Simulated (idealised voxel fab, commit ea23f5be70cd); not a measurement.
process module | voxel double patterning
cross-section cut | 180 nm wide | cells 5 nm
A cross-section is a grid of square cells, given in bands from the top down. A band is one or more rows of cells.
Each band's line starts with the height of the band's top and of its bottom, in nm. Then come its materials from left to right, each with its width in nm. One material with "throughout" fills the band from edge to edge. "air" is empty space.
Height 0 is the level under which the wafer as received is all one material. The lowest band goes on downwards, as in "0 down".
A width such as "30 to 40" changes by the same amount from each row of cells to the next, from the band's top row to its bottom row.
"no change" after a step means that no cell of the cross-section changed.
closed voids: empty space of 8 cells or more with no open way to the top, each as width x height at its distance from the left edge, in nm
after a step's settings: what the simulator itself notes on the step
overlay nm, on a step with a mask: how far to the right of its planned place the mask lay; to the left if negative
plan
1 op RECEIVE | material Si
2 op CONFORMAL_DEP | material SiO2 | thk nm 10
3 op DIRECTIONAL_DEP | material polySi | thk nm 10
4 op DIRECTIONAL_DEP | material SiN | thk nm 10
5 op MASKED_ETCH | tone open | mask id FIRST | width nm 15 | pitch nm 50 | etch materials SiN | depth nm 10 | overlay nm 0
6 op DIRECTIONAL_DEP | material aC | thk nm 15
7 op PATTERN | tone open | mask id SECOND | material resist | width nm 15 | thk nm 35 | overlay nm 0
8 op DIRECTIONAL_ETCH | etch materials aC | depth nm 15
9 op STRIP | etch materials resist
10 op DIRECTIONAL_ETCH | etch materials SiN | depth nm 10
11 op STRIP | etch materials aC
12 op DIRECTIONAL_ETCH | etch materials polySi | depth nm 10
13 op STRIP | etch materials SiN
as received, after step 1
  0 down: Si throughout
  closed voids: none
a wafer at the end: this start, this plan, one mistake
  10 to 0: polySi 55 | air 15 | polySi 10 | air 15 | polySi 10 | air 15 | polySi 60
  0 down: Si throughout
  closed voids: none
what went wrong: step 2 was left out
